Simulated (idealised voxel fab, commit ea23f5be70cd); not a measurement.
The following process module bears the name voxel quadruple lines.
Pictured: cross-section cut, 220 nm wide, on a grid of 5 nm square cells.
Cross-section spec: square-cell grid; bands listed top down; each band is one or more rows.
Top height, bottom height, nm. Materials left to right, width each, nm. Single material + "everywhere" = fills band edge to edge. "blank" = empty.
The level at which height equals 0 is the one under which the wafer, as it arrives, is entirely one material. No lower edge exists for the bottom band, which continues downward and is notated as in "z 0 and below".
A two-number width, for instance "30->40", indicates that the width is equal to the first number in the top row of the band and to the second number in the bottom row, and that it changes by a constant amount per row of cells.
Key: "nothing got changed" - step with no changed cell in the cross-section.
Heads up: "Closed void inventory" only lists the empty pockets with no open path to the top that are 8 cells or more, and it writes them as width x height at distance, distance from the left edge, in nm.
That trailing text on a step's line, after the settings, is the simulator's own remark on the step.
When a step includes a mask, the "overlay nm" setting on its line states how far to the right of its planned place that mask lay, and negative values state how far to the left.
-- So here's the lineup of process steps we planned
1,op RECEIVE | material Si
2,op CONFORMAL_DEP | material SiO2 | thk nm 5
3,op DIRECTIONAL_DEP | material W | thk nm 15
4,op DIRECTIONAL_DEP | material polySi | thk nm 20
5,op DIRECTIONAL_DEP | material aC | thk nm 20
6,op PATTERN | tone cover | mask id MANDREL | material resist | width nm 25 | thk nm 30 | overlay nm -15
7,op DIRECTIONAL_ETCH | etch materials aC | depth nm 20
8,op STRIP | etch materials resist
9,op CONFORMAL_DEP | material SiO2 | thk nm 15
10,op DIRECTIONAL_ETCH | etch materials SiO2 | depth nm 15
11,op STRIP | etch materials aC
12,op DIRECTIONAL_ETCH | etch materials polySi | depth nm 20
13,op STRIP | etch materials SiO2
14,op CONFORMAL_DEP | material SiCN | thk nm 5
15,op DIRECTIONAL_ETCH | etch materials SiCN | depth nm 5
16,op STRIP | etch materials polySi
17,op DIRECTIONAL_ETCH | etch materials W | depth nm 15
18,op STRIP | etch materials SiCN
19,op FILL_DEP | material lowk | thk nm 10
20,op CMP | height nm 20
Quick note for whoever runs this: the wafers start identical, but the overlay nm at step 6 isn't the same across them. The plan just shows what the first wafer had.
-- first wafer as received, after step 1
- z 0 and below = Si everywhere
- Closed void inventory: none
-- Gained (+) or lost (-) cells of each material since receipt, then closed voids: one row per wafer, at the end of the module
overlay nm -15; +44 SiO2; +12 W; +120 lowk; Closed void inventory: none
overlay nm -10; +44 SiO2; +12 W; +120 lowk; Closed void inventory: none
overlay nm -5; +44 SiO2; +12 W; +120 lowk; Closed void inventory: none
overlay nm 0; +44 SiO2; +12 W; +120 lowk; Closed void inventory: none
overlay nm 5; +44 SiO2; +12 W; +120 lowk; Closed void inventory: none
overlay nm 10; +44 SiO2; +12 W; +120 lowk; Closed void inventory: none
overlay nm 15; +44 SiO2; +12 W; +120 lowk; Closed void inventory: none
